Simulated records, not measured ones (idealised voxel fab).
The name of this process module is voxel wiring stack.
Cross-section cut: width 235 nm, square cells of 5 nm.
This document writes a cross-section as a grid whose cells are square, and gives it as bands, listed from the top down; one or more rows of cells form a band.
Quick guide to a band line: top height, bottom height (nm) up front; then every material left to right with its width in nm. Only one material and it's marked "all across"? Then it fills the band edge to edge. And "blank" just means empty space.
We count height from 0. Below that, the starting wafer is all one material. The lowest band never ends at the bottom but goes on down; see "0 down" for how that is written.
You'd read "30..40" like this: the band's top row of cells is as wide as the first number, its bottom row is as wide as the second, and going down, every row changes width by the same amount as the row before did.
For the purposes of this document, the phrase "changes: none" attached to a step denotes that no cell within the cross-section was modified by that step.
Unvented internal voids: empty space of 8 cells or more with no open way to the top, each as width x height at its distance from the left edge, in nm
If you see something after the settings on a step's line, that's the simulator's own remark about that step.
The setting "overlay nm" may be written on the line of a step. When the step uses a mask, the value reports how far to the right of the planned place the mask lay, and a negative value reports that it lay to the left.
Reading key. Pairs: pre-step and post-step cross-section, one process step apart; post-step view only to lowest changed band. Step between + settings: beneath pair. Runs: pairs may be from different runs of this module, same starting wafer. Continuation from pair above: only where "Ahead of processing" entry says.

**Ahead of processing**
30 to 15 | W all across
15 to 10 | TiN all across
10 to 0 | SiO2 all across
0 down | Si all across
Unvented internal voids: none

**Post-Step Appearance**
30 to 15 | blank=30, W=25, blank=25, W=25, blank=25, W=25, blank=25, W=25, blank=30
Below 15, the layers are the same as they were.
Unvented internal voids: none
Processing between the before and after sections above: MASKED_ETCH,tone cover,mask id METAL_1,width nm 25,pitch nm 50,etch materials W,depth nm 15,overlay nm 0

Ahead of processing: just use the after drawing of the pair above as your starting point.

**Post-Step Appearance**
30 to 15 | blank=30, W=25, blank=25, W=25, blank=25, W=25, blank=25, W=25, blank=30
15 to 10 | blank=30, TiN=25, blank=25, TiN=25, blank=25, TiN=25, blank=25, TiN=25, blank=30
Below 10, the layers are the same as they were.
Unvented internal voids: none
Processing between the before and after sections above: MASKED_ETCH,tone cover,mask id METAL_1,width nm 20,pitch nm 50,etch materials TiN,depth nm 5,overlay nm 0

Ahead of processing: just use the after drawing of the pair above as your starting point.

**Post-Step Appearance**
40 to 30 | SiO2 all across
30 to 15 | SiO2=30, W=25, SiO2=25, W=25, SiO2=25, W=25, SiO2=25, W=25, SiO2=30
15 to 10 | SiO2=30, TiN=25, SiO2=25, TiN=25, SiO2=25, TiN=25, SiO2=25, TiN=25, SiO2=30
Below 10, the layers are the same as they were.
Unvented internal voids: none
Processing between the before and after sections above: FILL_DEP,material SiO2,thk nm 10

Ahead of processing: just use the after drawing of the pair above as your starting point.

**Post-Step Appearance**
30 to 15 | SiO2=30, W=25, SiO2=25, W=25, SiO2=25, W=25, SiO2=25, W=25, SiO2=30
Below 15, the layers are the same as they were.
Unvented internal voids: none
Processing between the before and after sections above: CMP,height nm 30

Ahead of processing: just use the after drawing of the pair above as your starting point.

**Post-Step Appearance**
35 to 30 | SiCN all across
Below 30, the layers are the same as they were.
Unvented internal voids: none
Processing between the before and after sections above: CONFORMAL_DEP,material SiCN,thk nm 5

Ahead of processing: just use the after drawing of the pair above as your starting point.

**Post-Step Appearance**
60 to 35 | lowk all across
Below 35, the layers are the same as they were.
Unvented internal voids: none
Processing between the before and after sections above: DIRECTIONAL_DEP,material lowk,thk nm 25

Ahead of processing: just use the after drawing of the pair above as your starting point.

**Post-Step Appearance**
60 to 45 | lowk=30, blank=20, lowk=30, blank=20, lowk=30, blank=20, lowk=30, blank=20, lowk=35
Below 45, the layers are the same as they were.
Unvented internal voids: none
Processing between the before and after sections above: MASKED_ETCH,tone open,mask id METAL_2,width nm 20,pitch nm 50,etch materials lowk,depth nm 15,overlay nm 0

Ahead of processing: just use the after drawing of the pair above as your starting point.

**Post-Step Appearance**
75 to 60 | resist=30, blank=15, resist=35, blank=15, resist=35, blank=15, resist=35, blank=15, resist=40
60 to 45 | lowk=30, blank=15, resist=5, lowk=30, blank=15, resist=5, lowk=30, blank=15, resist=5, lowk=30, blank=15, resist=5, lowk=35
Below 45, the layers are the same as they were.
Unvented internal voids: none
Processing between the before and after sections above: PATTERN,tone open,mask id METAL_2_HOLES,material resist,width nm 15,pitch nm 50,thk nm 15,overlay nm 0

Ahead of processing: just use the after drawing of the pair above as your starting point.

**Post-Step Appearance**
75 to 60 | resist=30, blank=15, resist=35, blank=15, resist=35, blank=15, resist=35, blank=15, resist=40
60 to 45 | lowk=30, blank=15, resist=5, lowk=30, blank=15, resist=5, lowk=30, blank=15, resist=5, lowk=30, blank=15, resist=5, lowk=35
45 to 35 | lowk=30, blank=15, lowk=35, blank=15, lowk=35, blank=15, lowk=35, blank=15, lowk=40
Below 35, the layers are the same as they were.
Unvented internal voids: none
Processing between the before and after sections above: DIRECTIONAL_ETCH,etch materials lowk,depth nm 10

Ahead of processing: just use the after drawing of the pair above as your starting point.

**Post-Step Appearance**
75 to 60 | resist=30, blank=15, resist=35, blank=15, resist=35, blank=15, resist=35, blank=15, resist=40
60 to 45 | lowk=30, blank=15, resist=5, lowk=30, blank=15, resist=5, lowk=30, blank=15, resist=5, lowk=30, blank=15, resist=5, lowk=35
45 to 35 | lowk=30, blank=15, lowk=35, blank=15, lowk=35, blank=15, lowk=35, blank=15, lowk=40
35 to 30 | SiCN=30, blank=15, SiCN=35, blank=15, SiCN=35, blank=15, SiCN=35, blank=15, SiCN=40
Below 30, the layers are the same as they were.
Unvented internal voids: none
Processing between the before and after sections above: DIRECTIONAL_ETCH,etch materials SiCN,depth nm 5

Ahead of processing: just use the after drawing of the pair above as your starting point.

**Post-Step Appearance**
60 to 45 | lowk=30, blank=20, lowk=30, blank=20, lowk=30, blank=20, lowk=30, blank=20, lowk=35
Below 45, the layers are the same as they were.
Unvented internal voids: none
Processing between the before and after sections above: STRIP,etch materials resist

Ahead of processing: just use the after drawing of the pair above as your starting point.

**Post-Step Appearance**
65 to 60 | TiN=35, blank=10, TiN=40, blank=10, TiN=40, blank=10, TiN=40, blank=10, TiN=40
60 to 50 | lowk=30, TiN=5, blank=10, TiN=5, lowk=30, TiN=5, blank=10, TiN=5, lowk=30, TiN=5, blank=10, TiN=5, lowk=30, TiN=5, blank=10, TiN=5, lowk=35
50 to 45 | lowk=30, TiN=5, blank=5, TiN=10, lowk=30, TiN=5, blank=5, TiN=10, lowk=30, TiN=5, blank=5, TiN=10, lowk=30, TiN=5, blank=5, TiN=10, lowk=35
45 to 35 | lowk=30, TiN=5, blank=5, TiN=5, lowk=35, TiN=5, blank=5, TiN=5, lowk=35, TiN=5, blank=5, TiN=5, lowk=35, TiN=5, blank=5, TiN=5, lowk=40
35 to 30 | SiCN=30, TiN=15, SiCN=35, TiN=15, SiCN=35, TiN=15, SiCN=35, TiN=15, SiCN=40
Below 30, the layers are the same as they were.
Unvented internal voids: none
Processing between the before and after sections above: CONFORMAL_DEP,material TiN,thk nm 5

Ahead of processing: just use the after drawing of the pair above as your starting point.

**Post-Step Appearance**
70 to 65 | Ru all across
65 to 60 | TiN=35, Ru=10, TiN=40, Ru=10, TiN=40, Ru=10, TiN=40, Ru=10, TiN=40
60 to 50 | lowk=30, TiN=5, Ru=10, TiN=5, lowk=30, TiN=5, Ru=10, TiN=5, lowk=30, TiN=5, Ru=10, TiN=5, lowk=30, TiN=5, Ru=10, TiN=5, lowk=35
50 to 45 | lowk=30, TiN=5, Ru=5, TiN=10, lowk=30, TiN=5, Ru=5, TiN=10, lowk=30, TiN=5, Ru=5, TiN=10, lowk=30, TiN=5, Ru=5, TiN=10, lowk=35
45 to 35 | lowk=30, TiN=5, Ru=5, TiN=5, lowk=35, TiN=5, Ru=5, TiN=5, lowk=35, TiN=5, Ru=5, TiN=5, lowk=35, TiN=5, Ru=5, TiN=5, lowk=40
Below 35, the layers are the same as they were.
Unvented internal voids: none
Processing between the before and after sections above: FILL_DEP,material Ru,thk nm 5

Ahead of processing: just use the after drawing of the pair above as your starting point.

**Post-Step Appearance**
60 to 50 | lowk=30, TiN=5, Ru=10, TiN=5, lowk=30, TiN=5, Ru=10, TiN=5, lowk=30, TiN=5, Ru=10, TiN=5, lowk=30, TiN=5, Ru=10, TiN=5, lowk=35
Below 50, the layers are the same as they were.
Unvented internal voids: none
Processing between the before and after sections above: CMP,height nm 60

Ahead of processing: just use the after drawing of the pair above as your starting point.

**Post-Step Appearance**
65 to 60 | SiCN all across
Below 60, the layers are the same as they were.
Unvented internal voids: none
Processing between the before and after sections above: CONFORMAL_DEP,material SiCN,thk nm 5

Ahead of processing: just use the after drawing of the pair above as your starting point.

**Post-Step Appearance**
85 to 65 | SiO2 all across
Below 65, the layers are the same as they were.
Unvented internal voids: none
Processing between the before and after sections above: DIRECTIONAL_DEP,material SiO2,thk nm 20

Ahead of processing: just use the after drawing of the pair above as your starting point.

**Post-Step Appearance**
85 to 65 | SiO2=30, blank=15, SiO2=85, blank=15, SiO2=90
Below 65, the layers are the same as they were.
Unvented internal voids: none
Processing between the before and after sections above: MASKED_ETCH,tone open,mask id PLUG_2,width nm 15,pitch nm 100,etch materials SiO2,depth nm 20,overlay nm 0

Ahead of processing: just use the after drawing of the pair above as your starting point.

**Post-Step Appearance**
85 to 65 | SiO2=30, blank=15, SiO2=85, blank=15, SiO2=90
65 to 60 | SiCN=30, blank=15, SiCN=85, blank=15, SiCN=90
Below 60, the layers are the same as they were.
Unvented internal voids: none
Processing between the before and after sections above: MASKED_ETCH,tone open,mask id PLUG_2,width nm 15,pitch nm 100,etch materials SiCN,depth nm 5,overlay nm 0

Ahead of processing: just use the after drawing of the pair above as your starting point.

**Post-Step Appearance**
90 to 85 | TiN=35, blank=5, TiN=95, blank=5, TiN=95
85 to 65 | SiO2=30, TiN=5, blank=5, TiN=5, SiO2=85, TiN=5, blank=5, TiN=5, SiO2=90
65 to 60 | SiCN=30, TiN=15, SiCN=85, TiN=15, SiCN=90
Below 60, the layers are the same as they were.
Unvented internal voids: none
Processing between the before and after sections above: CONFORMAL_DEP,material TiN,thk nm 5

Ahead of processing: just use the after drawing of the pair above as your starting point.

**Post-Step Appearance**
95 to 90 | Cu all across
90 to 85 | TiN=35, Cu=5, TiN=95, Cu=5, TiN=95
85 to 65 | SiO2=30, TiN=5, Cu=5, TiN=5, SiO2=85, TiN=5, Cu=5, TiN=5, SiO2=90
Below 65, the layers are the same as they were.
Unvented internal voids: none
Processing between the before and after sections above: FILL_DEP,material Cu,thk nm 5

Ahead of processing: just use the after drawing of the pair above as your starting point.

**Post-Step Appearance**
85 to 65 | SiO2=30, TiN=5, Cu=5, TiN=5, SiO2=85, TiN=5, Cu=5, TiN=5, SiO2=90
Below 65, the layers are the same as they were.
Unvented internal voids: none
Processing between the before and after sections above: CMP,height nm 85

Ahead of processing: just use the after drawing of the pair above as your starting point.

**Post-Step Appearance**
90 to 85 | SiN all across
Below 85, the layers are the same as they were.
Unvented internal voids: none
Processing between the before and after sections above: CONFORMAL_DEP,material SiN,thk nm 5

Ahead of processing: just use the after drawing of the pair above as your starting point.

**Post-Step Appearance**
110 to 90 | lowk all across
Below 90, the layers are the same as they were.
Unvented internal voids: none
Processing between the before and after sections above: DIRECTIONAL_DEP,material lowk,thk nm 20

Ahead of processing: just use the after drawing of the pair above as your starting point.

**Post-Step Appearance**
120 to 110 | aC all across
Below 110, the layers are the same as they were.
Unvented internal voids: none
Processing between the before and after sections above: DIRECTIONAL_DEP,material aC,thk nm 10

Ahead of processing: just use the after drawing of the pair above as your starting point.

**Post-Step Appearance**
150 to 120 | resist=30, blank=20, resist=30, blank=20, resist=30, blank=20, resist=30, blank=20, resist=35
Below 120, the layers are the same as they were.
Unvented internal voids: none
Processing between the before and after sections above: PATTERN,tone open,mask id METAL_3,material resist,width nm 20,pitch nm 50,thk nm 30,overlay nm 0

Ahead of processing: just use the after drawing of the pair above as your starting point.

**Post-Step Appearance**
140 to 120 | resist=30, blank=20, resist=30, blank=20, resist=30, blank=20, resist=30, blank=20, resist=35
120 to 110 | aC=30, blank=20, aC=30, blank=20, aC=30, blank=20, aC=30, blank=20, aC=35
Below 110, the layers are the same as they were.
Unvented internal voids: none
Processing between the before and after sections above: DIRECTIONAL_ETCH,etch materials aC,depth nm 10

Ahead of processing: just use the after drawing of the pair above as your starting point.

**Post-Step Appearance**
120 to 110 | aC=30, blank=20, aC=30, blank=20, aC=30, blank=20, aC=30, blank=20, aC=35
Below 110, the layers are the same as they were.
Unvented internal voids: none
Processing between the before and after sections above: STRIP,etch materials resist

Ahead of processing: just use the after drawing of the pair above as your starting point.

**Post-Step Appearance**
120 to 110 | aC=30, blank=20, aC=30, blank=20, aC=30, blank=20, aC=30, blank=20, aC=35
110 to 90 | lowk=30, blank=20, lowk=30, blank=20, lowk=30, blank=20, lowk=30, blank=20, lowk=35
Below 90, the layers are the same as they were.
Unvented internal voids: none
Processing between the before and after sections above: DIRECTIONAL_ETCH,etch materials lowk,depth nm 20

Ahead of processing: just use the after drawing of the pair above as your starting point.

**Post-Step Appearance**
120 to 110 | aC=30, blank=20, aC=30, blank=20, aC=30, blank=20, aC=30, blank=20, aC=35
110 to 90 | lowk=30, blank=20, lowk=30, blank=20, lowk=30, blank=20, lowk=30, blank=20, lowk=35
90 to 85 | SiN=30, blank=20, SiN=30, blank=20, SiN=30, blank=20, SiN=30, blank=20, SiN=35
Below 85, the layers are the same as they were.
Unvented internal voids: none
Processing between the before and after sections above: DIRECTIONAL_ETCH,etch materials SiN,depth nm 5

Ahead of processing: just use the after drawing of the pair above as your starting point.

**Post-Step Appearance**
110 to 90 | lowk=30, blank=20, lowk=30, blank=20, lowk=30, blank=20, lowk=30, blank=20, lowk=35
Below 90, the layers are the same as they were.
Unvented internal voids: none
Processing between the before and after sections above: STRIP,etch materials aC

Ahead of processing: just use the after drawing of the pair above as your starting point.

**Post-Step Appearance**
115 to 110 | TiN=35, blank=10, TiN=40, blank=10, TiN=40, blank=10, TiN=40, blank=10, TiN=40
110 to 90 | lowk=30, TiN=5, blank=10, TiN=5, lowk=30, TiN=5, blank=10, TiN=5, lowk=30, TiN=5, blank=10, TiN=5, lowk=30, TiN=5, blank=10, TiN=5, lowk=35
90 to 85 | SiN=30, TiN=20, SiN=30, TiN=20, SiN=30, TiN=20, SiN=30, TiN=20, SiN=35
Below 85, the layers are the same as they were.
Unvented internal voids: none
Processing between the before and after sections above: CONFORMAL_DEP,material TiN,thk nm 5

Ahead of processing: just use the after drawing of the pair above as your starting point.

**Post-Step Appearance**
120 to 115 | Cu all across
115 to 110 | TiN=35, Cu=10, TiN=40, Cu=10, TiN=40, Cu=10, TiN=40, Cu=10, TiN=40
110 to 90 | lowk=30, TiN=5, Cu=10, TiN=5, lowk=30, TiN=5, Cu=10, TiN=5, lowk=30, TiN=5, Cu=10, TiN=5, lowk=30, TiN=5, Cu=10, TiN=5, lowk=35
Below 90, the layers are the same as they were.
Unvented internal voids: none
Processing between the before and after sections above: FILL_DEP,material Cu,thk nm 5

Ahead of processing: just use the after drawing of the pair above as your starting point.

**Post-Step Appearance**
110 to 90 | lowk=30, TiN=5, Cu=10, TiN=5, lowk=30, TiN=5, Cu=10, TiN=5, lowk=30, TiN=5, Cu=10, TiN=5, lowk=30, TiN=5, Cu=10, TiN=5, lowk=35
Below 90, the layers are the same as they were.
Unvented internal voids: none
Processing between the before and after sections above: CMP,height nm 110

Ahead of processing: just use the after drawing of the pair above as your starting point.

**Post-Step Appearance**
115 to 110 | blank=25, Ru=30, blank=20, Ru=30, blank=20, Ru=30, blank=20, Ru=30, blank=30
Below 110, the layers are the same as they were.
Unvented internal voids: none
Processing between the before and after sections above: EPI,material Ru,thk nm 5

Ahead of processing: just use the after drawing of the pair above as your starting point.

**Post-Step Appearance**
120 to 115 | SiCN all across
115 to 110 | SiCN=25, Ru=30, SiCN=20, Ru=30, SiCN=20, Ru=30, SiCN=20, Ru=30, SiCN=30
Below 110, the layers are the same as they were.
Unvented internal voids: none
Processing between the before and after sections above: FILL_DEP,material SiCN,thk nm 5

**Ahead of processing**
85 to 65 | SiO2=30, blank=15, SiO2=85, blank=15, SiO2=90
65 to 60 | SiCN all across
60 to 50 | lowk=30, TiN=5, Ru=10, TiN=5, lowk=30, TiN=5, Ru=10, TiN=5, lowk=30, TiN=5, Ru=10, TiN=5, lowk=30, TiN=5, Ru=10, TiN=5, lowk=35
50 to 45 | lowk=30, TiN=5, Ru=5, TiN=10, lowk=30, TiN=5, Ru=5, TiN=10, lowk=30, TiN=5, Ru=5, TiN=10, lowk=30, TiN=5, Ru=5, TiN=10, lowk=35
45 to 35 | lowk=30, TiN=5, Ru=5, TiN=5, lowk=35, TiN=5, Ru=5, TiN=5, lowk=35, TiN=5, Ru=5, TiN=5, lowk=35, TiN=5, Ru=5, TiN=5, lowk=40
35 to 30 | SiCN=30, TiN=15, SiCN=35, TiN=15, SiCN=35, TiN=15, SiCN=35, TiN=15, SiCN=40
30 to 15 | SiO2=30, W=20, SiO2=30, W=20, SiO2=30, W=20, SiO2=30, W=20, SiO2=35
15 to 10 | SiO2=30, TiN=20, SiO2=30, TiN=20, SiO2=30, TiN=20, SiO2=30, TiN=20, SiO2=35
10 to 0 | SiO2 all across
0 down | Si all across
Unvented internal voids: none

**Post-Step Appearance**
85 to 65 | SiO2=30, blank=15, SiO2=85, blank=15, SiO2=90
65 to 60 | SiCN=30, blank=10, SiCN=90, blank=10, SiCN=95
Below 60, the layers are the same as they were.
Unvented internal voids: none
Processing between the before and after sections above: MASKED_ETCH,tone open,mask id PLUG_2,width nm 15,pitch nm 100,etch materials SiCN,depth nm 5,overlay nm -5

Ahead of processing: just use the after drawing of the pair above as your starting point.

**Post-Step Appearance**
90 to 85 | TiN=35, blank=5, TiN=95, blank=5, TiN=95
85 to 70 | SiO2=30, TiN=5, blank=5, TiN=5, SiO2=85, TiN=5, blank=5, TiN=5, SiO2=90
70 to 65 | SiO2=30, TiN=15, SiO2=85, TiN=15, SiO2=90
65 to 60 | SiCN=30, TiN=10, SiCN=90, TiN=10, SiCN=95
Below 60, the layers are the same as they were.
Unvented internal voids: none
Processing between the before and after sections above: CONFORMAL_DEP,material TiN,thk nm 5

Ahead of processing: just use the after drawing of the pair above as your starting point.

**Post-Step Appearance**
95 to 90 | Cu all across
90 to 85 | TiN=35, Cu=5, TiN=95, Cu=5, TiN=95
85 to 70 | SiO2=30, TiN=5, Cu=5, TiN=5, SiO2=85, TiN=5, Cu=5, TiN=5, SiO2=90
Below 70, the layers are the same as they were.
Unvented internal voids: none
Processing between the before and after sections above: FILL_DEP,material Cu,thk nm 5

Ahead of processing: just use the after drawing of the pair above as your starting point.

**Post-Step Appearance**
85 to 70 | SiO2=30, TiN=5, Cu=5, TiN=5, SiO2=85, TiN=5, Cu=5, TiN=5, SiO2=90
Below 70, the layers are the same as they were.
Unvented internal voids: none
Processing between the before and after sections above: CMP,height nm 85

Ahead of processing: just use the after drawing of the pair above as your starting point.

**Post-Step Appearance**
90 to 85 | SiN all across
Below 85, the layers are the same as they were.
Unvented internal voids: none
Processing between the before and after sections above: CONFORMAL_DEP,material SiN,thk nm 5

Ahead of processing: just use the after drawing of the pair above as your starting point.

**Post-Step Appearance**
110 to 90 | lowk all across
Below 90, the layers are the same as they were.
Unvented internal voids: none
Processing between the before and after sections above: DIRECTIONAL_DEP,material lowk,thk nm 20

Ahead of processing: just use the after drawing of the pair above as your starting point.

**Post-Step Appearance**
120 to 110 | aC all across
Below 110, the layers are the same as they were.
Unvented internal voids: none
Processing between the before and after sections above: DIRECTIONAL_DEP,material aC,thk nm 10

Ahead of processing: just use the after drawing of the pair above as your starting point.

**Post-Step Appearance**
150 to 120 | resist=30, blank=20, resist=30, blank=20, resist=30, blank=20, resist=30, blank=20, resist=35
Below 120, the layers are the same as they were.
Unvented internal voids: none
Processing between the before and after sections above: PATTERN,tone open,mask id METAL_3,material resist,width nm 20,pitch nm 50,thk nm 30,overlay nm 0

Ahead of processing: just use the after drawing of the pair above as your starting point.

**Post-Step Appearance**
140 to 120 | resist=30, blank=20, resist=30, blank=20, resist=30, blank=20, resist=30, blank=20, resist=35
120 to 110 | aC=30, blank=20, aC=30, blank=20, aC=30, blank=20, aC=30, blank=20, aC=35
Below 110, the layers are the same as they were.
Unvented internal voids: none
Processing between the before and after sections above: DIRECTIONAL_ETCH,etch materials aC,depth nm 10

Ahead of processing: just use the after drawing of the pair above as your starting point.

**Post-Step Appearance**
120 to 110 | aC=30, blank=20, aC=30, blank=20, aC=30, blank=20, aC=30, blank=20, aC=35
Below 110, the layers are the same as they were.
Unvented internal voids: none
Processing between the before and after sections above: STRIP,etch materials resist

Ahead of processing: just use the after drawing of the pair above as your starting point.

**Post-Step Appearance**
120 to 110 | aC=30, blank=20, aC=30, blank=20, aC=30, blank=20, aC=30, blank=20, aC=35
110 to 90 | lowk=30, blank=20, lowk=30, blank=20, lowk=30, blank=20, lowk=30, blank=20, lowk=35
Below 90, the layers are the same as they were.
Unvented internal voids: none
Processing between the before and after sections above: DIRECTIONAL_ETCH,etch materials lowk,depth nm 20

Ahead of processing: just use the after drawing of the pair above as your starting point.

**Post-Step Appearance**
120 to 110 | aC=30, blank=20, aC=30, blank=20, aC=30, blank=20, aC=30, blank=20, aC=35
110 to 90 | lowk=30, blank=20, lowk=30, blank=20, lowk=30, blank=20, lowk=30, blank=20, lowk=35
90 to 85 | SiN=30, blank=20, SiN=30, blank=20, SiN=30, blank=20, SiN=30, blank=20, SiN=35
Below 85, the layers are the same as they were.
Unvented internal voids: none
Processing between the before and after sections above: DIRECTIONAL_ETCH,etch materials SiN,depth nm 5

Ahead of processing: just use the after drawing of the pair above as your starting point.

**Post-Step Appearance**
110 to 90 | lowk=30, blank=20, lowk=30, blank=20, lowk=30, blank=20, lowk=30, blank=20, lowk=35
Below 90, the layers are the same as they were.
Unvented internal voids: none
Processing between the before and after sections above: STRIP,etch materials aC

Ahead of processing: just use the after drawing of the pair above as your starting point.

**Post-Step Appearance**
115 to 110 | TiN=35, blank=10, TiN=40, blank=10, TiN=40, blank=10, TiN=40, blank=10, TiN=40
110 to 90 | lowk=30, TiN=5, blank=10, TiN=5, lowk=30, TiN=5, blank=10, TiN=5, lowk=30, TiN=5, blank=10, TiN=5, lowk=30, TiN=5, blank=10, TiN=5, lowk=35
90 to 85 | SiN=30, TiN=20, SiN=30, TiN=20, SiN=30, TiN=20, SiN=30, TiN=20, SiN=35
Below 85, the layers are the same as they were.
Unvented internal voids: none
Processing between the before and after sections above: CONFORMAL_DEP,material TiN,thk nm 5

Ahead of processing: just use the after drawing of the pair above as your starting point.

**Post-Step Appearance**
120 to 115 | Cu all across
115 to 110 | TiN=35, Cu=10, TiN=40, Cu=10, TiN=40, Cu=10, TiN=40, Cu=10, TiN=40
110 to 90 | lowk=30, TiN=5, Cu=10, TiN=5, lowk=30, TiN=5, Cu=10, TiN=5, lowk=30, TiN=5, Cu=10, TiN=5, lowk=30, TiN=5, Cu=10, TiN=5, lowk=35
Below 90, the layers are the same as they were.
Unvented internal voids: none
Processing between the before and after sections above: FILL_DEP,material Cu,thk nm 5

Ahead of processing: just use the after drawing of the pair above as your starting point.

**Post-Step Appearance**
110 to 90 | lowk=30, TiN=5, Cu=10, TiN=5, lowk=30, TiN=5, Cu=10, TiN=5, lowk=30, TiN=5, Cu=10, TiN=5, lowk=30, TiN=5, Cu=10, TiN=5, lowk=35
Below 90, the layers are the same as they were.
Unvented internal voids: none
Processing between the before and after sections above: CMP,height nm 110

Ahead of processing: just use the after drawing of the pair above as your starting point.

**Post-Step Appearance**
115 to 110 | blank=25, Ru=30, blank=20, Ru=30, blank=20, Ru=30, blank=20, Ru=30, blank=30
Below 110, the layers are the same as they were.
Unvented internal voids: none
Processing between the before and after sections above: EPI,material Ru,thk nm 5

Ahead of processing: just use the after drawing of the pair above as your starting point.

**Post-Step Appearance**
120 to 115 | SiCN all across
115 to 110 | SiCN=25, Ru=30, SiCN=20, Ru=30, SiCN=20, Ru=30, SiCN=20, Ru=30, SiCN=30
Below 110, the layers are the same as they were.
Unvented internal voids: none
Processing between the before and after sections above: FILL_DEP,material SiCN,thk nm 5

**Ahead of processing**
30 to 15 | blank=30, W=20, blank=30, W=20, blank=30, W=20, blank=30, W=20, blank=35
15 to 10 | blank=30, TiN=20, blank=30, TiN=20, blank=30, TiN=20, blank=30, TiN=20, blank=35
10 to 0 | SiO2 all across
0 down | Si all across
Unvented internal voids: none

**Post-Step Appearance**
40 to 30 | Ru all across
30 to 15 | Ru=30, W=20, Ru=30, W=20, Ru=30, W=20, Ru=30, W=20, Ru=35
15 to 10 | Ru=30, TiN=20, Ru=30, TiN=20, Ru=30, TiN=20, Ru=30, TiN=20, Ru=35
Below 10, the layers are the same as they were.
Unvented internal voids: none
Processing between the before and after sections above: FILL_DEP,material Ru,thk nm 10

Ahead of processing: just use the after drawing of the pair above as your starting point.

**Post-Step Appearance**
30 to 15 | Ru=30, W=20, Ru=30, W=20, Ru=30, W=20, Ru=30, W=20, Ru=35
Below 15, the layers are the same as they were.
Unvented internal voids: none
Processing between the before and after sections above: CMP,height nm 30

Ahead of processing: just use the after drawing of the pair above as your starting point.

**Post-Step Appearance**
35 to 30 | SiCN all across
Below 30, the layers are the same as they were.
Unvented internal voids: none
Processing between the before and after sections above: CONFORMAL_DEP,material SiCN,thk nm 5

Ahead of processing: just use the after drawing of the pair above as your starting point.

**Post-Step Appearance**
60 to 35 | lowk all across
Below 35, the layers are the same as they were.
Unvented internal voids: none
Processing between the before and after sections above: DIRECTIONAL_DEP,material lowk,thk nm 25

Ahead of processing: just use the after drawing of the pair above as your starting point.

**Post-Step Appearance**
60 to 45 | lowk=30, blank=20, lowk=30, blank=20, lowk=30, blank=20, lowk=30, blank=20, lowk=35
Below 45, the layers are the same as they were.
Unvented internal voids: none
Processing between the before and after sections above: MASKED_ETCH,tone open,mask id METAL_2,width nm 20,pitch nm 50,etch materials lowk,depth nm 15,overlay nm 0

Ahead of processing: just use the after drawing of the pair above as your starting point.

**Post-Step Appearance**
75 to 60 | resist=30, blank=15, resist=35, blank=15, resist=35, blank=15, resist=35, blank=15, resist=40
60 to 45 | lowk=30, blank=15, resist=5, lowk=30, blank=15, resist=5, lowk=30, blank=15, resist=5, lowk=30, blank=15, resist=5, lowk=35
Below 45, the layers are the same as they were.
Unvented internal voids: none
Processing between the before and after sections above: PATTERN,tone open,mask id METAL_2_HOLES,material resist,width nm 15,pitch nm 50,thk nm 15,overlay nm 0

Ahead of processing: just use the after drawing of the pair above as your starting point.

**Post-Step Appearance**
75 to 60 | resist=30, blank=15, resist=35, blank=15, resist=35, blank=15, resist=35, blank=15, resist=40
60 to 45 | lowk=30, blank=15, resist=5, lowk=30, blank=15, resist=5, lowk=30, blank=15, resist=5, lowk=30, blank=15, resist=5, lowk=35
45 to 35 | lowk=30, blank=15, lowk=35, blank=15, lowk=35, blank=15, lowk=35, blank=15, lowk=40
Below 35, the layers are the same as they were.
Unvented internal voids: none
Processing between the before and after sections above: DIRECTIONAL_ETCH,etch materials lowk,depth nm 10

Ahead of processing: just use the after drawing of the pair above as your starting point.

**Post-Step Appearance**
75 to 60 | resist=30, blank=15, resist=35, blank=15, resist=35, blank=15, resist=35, blank=15, resist=40
60 to 45 | lowk=30, blank=15, resist=5, lowk=30, blank=15, resist=5, lowk=30, blank=15, resist=5, lowk=30, blank=15, resist=5, lowk=35
45 to 35 | lowk=30, blank=15, lowk=35, blank=15, lowk=35, blank=15, lowk=35, blank=15, lowk=40
35 to 30 | SiCN=30, blank=15, SiCN=35, blank=15, SiCN=35, blank=15, SiCN=35, blank=15, SiCN=40
Below 30, the layers are the same as they were.
Unvented internal voids: none
Processing between the before and after sections above: DIRECTIONAL_ETCH,etch materials SiCN,depth nm 5

Ahead of processing: just use the after drawing of the pair above as your starting point.

**Post-Step Appearance**
60 to 45 | lowk=30, blank=20, lowk=30, blank=20, lowk=30, blank=20, lowk=30, blank=20, lowk=35
Below 45, the layers are the same as they were.
Unvented internal voids: none
Processing between the before and after sections above: STRIP,etch materials resist

Ahead of processing: just use the after drawing of the pair above as your starting point.

**Post-Step Appearance**
65 to 60 | TiN=35, blank=10, TiN=40, blank=10, TiN=40, blank=10, TiN=40, blank=10, TiN=40
60 to 50 | lowk=30, TiN=5, blank=10, TiN=5, lowk=30, TiN=5, blank=10, TiN=5, lowk=30, TiN=5, blank=10, TiN=5, lowk=30, TiN=5, blank=10, TiN=5, lowk=35
50 to 45 | lowk=30, TiN=5, blank=5, TiN=10, lowk=30, TiN=5, blank=5, TiN=10, lowk=30, TiN=5, blank=5, TiN=10, lowk=30, TiN=5, blank=5, TiN=10, lowk=35
45 to 35 | lowk=30, TiN=5, blank=5, TiN=5, lowk=35, TiN=5, blank=5, TiN=5, lowk=35, TiN=5, blank=5, TiN=5, lowk=35, TiN=5, blank=5, TiN=5, lowk=40
35 to 30 | SiCN=30, TiN=15, SiCN=35, TiN=15, SiCN=35, TiN=15, SiCN=35, TiN=15, SiCN=40
Below 30, the layers are the same as they were.
Unvented internal voids: none
Processing between the before and after sections above: CONFORMAL_DEP,material TiN,thk nm 5
